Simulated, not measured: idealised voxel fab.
The following process module bears the name voxel capacitor over wiring.
Section cut is 140 nm wide and gridded with 5 nm square cells.
Cross-section = grid of square cells, listed top down in bands; band = one or more rows. Quick guide to a band line: top height, bottom height (nm) up front; then every material left to right with its width in nm. Only one material and it's marked "all across"? Then it fills the band edge to edge. And "empty" just means empty space. Heights are reckoned from 0. Under this level, the received wafer is all of one material. The bottommost band is open-ended downward, for example "top 0, no bottom". A two-number width, for instance "30 to 40", indicates that the width is equal to the first number in the top row of the band and to the second number in the bottom row, and that it changes by a constant amount per row of cells. When a step is marked "no alteration", none of the cells in the cross-section changed during that step. You'll see "Listed closed voids" listing empty spaces that have no way open to the top, as long as they're 8 cells or more; the notation is width x height at distance, where the distance is from the left edge, and all of it is in nm. On each step's line, the part that comes after the settings is the simulator's own comment on the step. "overlay nm" answers the question of how far to the right of plan the mask lay on a step that has a mask, and when it is negative the answer is to the left.
**So here's the lineup of process steps we planned**
1 RECEIVE [material Si]
2 CONFORMAL_DEP [material SiO2] [thk nm 10]
3 CONFORMAL_DEP [material SiN] [thk nm 5]
4 DIRECTIONAL_DEP [material SiO2] [thk nm 15]
5 DIRECTIONAL_DEP [material aC] [thk nm 10]
6 PATTERN [tone open] [mask id METAL_1] [material resist] [width nm 25] [pitch nm 80] [thk nm 25] [overlay nm 0]
7 DIRECTIONAL_ETCH [etch materials aC] [depth nm 10]
8 STRIP [etch materials resist]
9 DIRECTIONAL_ETCH [etch materials SiO2] [depth nm 5]
10 DIRECTIONAL_ETCH [etch materials SiN] [depth nm 5]
11 STRIP [etch materials aC]
12 CONFORMAL_DEP [material TiN] [thk nm 5]
13 FILL_DEP [material W] [thk nm 10]
14 CMP [height nm 30]
15 EPI [material Ru] [thk nm 5]
16 FILL_DEP [material SiCN] [thk nm 5]
17 DIRECTIONAL_DEP [material SiO2] [thk nm 20]
18 DIRECTIONAL_DEP [material aC] [thk nm 15]
19 PATTERN [tone open] [mask id PLUG_1] [material resist] [width nm 15] [thk nm 30] [overlay nm 0]
20 DIRECTIONAL_ETCH [etch materials aC] [depth nm 15]
21 STRIP [etch materials resist]
22 DIRECTIONAL_ETCH [etch materials SiO2] [depth nm 20]
23 DIRECTIONAL_ETCH [etch materials SiCN] [depth nm 5]
24 STRIP [etch materials aC]
25 EPI [material Ru] [thk nm 10]
26 EPI [material Ru] [thk nm 10]
27 EPI [material Ru] [thk nm 5]
28 DIRECTIONAL_DEP [material TiN] [thk nm 10]
29 DIRECTIONAL_DEP [material SiN] [thk nm 5]
30 DIRECTIONAL_DEP [material TiN] [thk nm 10]
31 DIRECTIONAL_DEP [material aC] [thk nm 15]
32 PATTERN [tone cover] [mask id UPPER_PLATE] [material resist] [width nm 60] [thk nm 35] [overlay nm 0]
33 DIRECTIONAL_ETCH [etch materials aC] [depth nm 15]
34 STRIP [etch materials resist]
35 DIRECTIONAL_ETCH [etch materials TiN] [depth nm 10]
36 DIRECTIONAL_ETCH [etch materials SiN] [depth nm 5]
37 STRIP [etch materials aC]
38 DIRECTIONAL_DEP [material aC] [thk nm 15]
39 PATTERN [tone cover] [mask id LOWER_PLATE] [material resist] [width nm 70] [thk nm 30] [overlay nm 0]
40 DIRECTIONAL_ETCH [etch materials aC] [depth nm 15]
41 STRIP [etch materials resist]
42 DIRECTIONAL_ETCH [etch materials TiN] [depth nm 10]
43 STRIP [etch materials aC]
44 FILL_DEP [material SiO2] [thk nm 15]
45 CMP [height nm 95]
46 DIRECTIONAL_DEP [material aC] [thk nm 15]
47 PATTERN [tone open] [mask id PLUG_2] [material resist] [width nm 15] [thk nm 35] [overlay nm 0]
48 DIRECTIONAL_ETCH [etch materials aC] [depth nm 15]
49 STRIP [etch materials resist]
50 DIRECTIONAL_ETCH [etch materials SiO2] [depth nm 10]
51 STRIP [etch materials aC]
52 CONFORMAL_DEP [material TiN] [thk nm 5]
53 FILL_DEP [material Cu] [thk nm 5]
54 CMP [height nm 95]
55 CONFORMAL_DEP [material SiCN] [thk nm 5]
The plan shows the depth nm of step 9 as the first wafer had it; this setting differs between the wafers, which start out alike.
**Cross-section of the first incoming wafer of several, state after step 1**
    top 0, no bottom = Si all across
    Listed closed voids: none
**End-of-module cross-section, first of several wafers, after last step 55**
    top 100, bottom 95 = SiCN all across
    top 95, bottom 90 = SiO2: 35 | TiN: 5 | Cu: 5 | TiN: 5 | SiO2: 90
    top 90, bottom 85 = SiO2: 35 | TiN: 15 | SiO2: 90
    top 85, bottom 75 = SiO2: 25 | TiN: 60 | SiO2: 55
    top 75, bottom 70 = SiO2: 25 | SiN: 60 | SiO2: 55
    top 70, bottom 60 = SiO2: 20 | TiN: 70 | SiO2: 50
    top 60, bottom 40 = SiO2: 25 | Ru: 15 | SiO2: 100
    top 40, bottom 35 = SiCN: 25 | Ru: 15 | SiCN: 100
    top 35, bottom 30 = SiCN: 10 | Ru: 35 | SiCN: 45 | Ru: 35 | SiCN: 15
    top 30, bottom 25 = SiO2: 15 | TiN: 25 | SiO2: 55 | TiN: 25 | SiO2: 20
    top 25, bottom 15 = SiO2 all across
    top 15, bottom 10 = SiN all across
    top 10, bottom 0 = SiO2 all across
    top 0, no bottom = Si all across
    Listed closed voids: none
**Last wafer, end of module, cross-section**
    top 100, bottom 95 = SiCN all across
    top 95, bottom 90 = SiO2: 35 | TiN: 5 | Cu: 5 | TiN: 5 | SiO2: 90
    top 90, bottom 85 = SiO2: 35 | TiN: 15 | SiO2: 90
    top 85, bottom 75 = SiO2: 25 | TiN: 60 | SiO2: 55
    top 75, bottom 70 = SiO2: 25 | SiN: 60 | SiO2: 55
    top 70, bottom 60 = SiO2: 20 | TiN: 70 | SiO2: 50
    top 60, bottom 40 = SiO2: 25 | Ru: 15 | SiO2: 100
    top 40, bottom 35 = SiCN: 25 | Ru: 15 | SiCN: 100
    top 35, bottom 30 = SiCN: 10 | Ru: 35 | SiCN: 45 | Ru: 35 | SiCN: 15
    top 30, bottom 15 = SiO2: 15 | TiN: 5 | W: 15 | TiN: 5 | SiO2: 55 | TiN: 5 | W: 15 | TiN: 5 | SiO2: 20
    top 15, bottom 10 = SiN: 15 | TiN: 25 | SiN: 55 | TiN: 25 | SiN: 20
    top 10, bottom 0 = SiO2 all across
    top 0, no bottom = Si all across
    Listed closed voids: none
**Tabulated below, wafer by wafer, are the end-of-module results: for each material, the number of cells gained (+) or lost (-) relative to the as-received state, followed by the closed voids**
depth nm 5; +1 Cu; +29 Ru; +67 SiCN; +40 SiN; +356 SiO2; +67 TiN; Listed closed voids: none
depth nm 10; +1 Cu; +29 Ru; +67 SiCN; +40 SiN; +346 SiO2; +71 TiN; +6 W; Listed closed voids: none
depth nm 15; +1 Cu; +29 Ru; +67 SiCN; +30 SiN; +336 SiO2; +79 TiN; +18 W; Listed closed voids: none
depth nm 20; +1 Cu; +29 Ru; +67 SiCN; +30 SiN; +336 SiO2; +79 TiN; +18 W; Listed closed voids: none
depth nm 25; +1 Cu; +29 Ru; +67 SiCN; +30 SiN; +336 SiO2; +79 TiN; +18 W; Listed closed voids: none
depth nm 30; +1 Cu; +29 Ru; +67 SiCN; +30 SiN; +336 SiO2; +79 TiN; +18 W; Listed closed voids: none
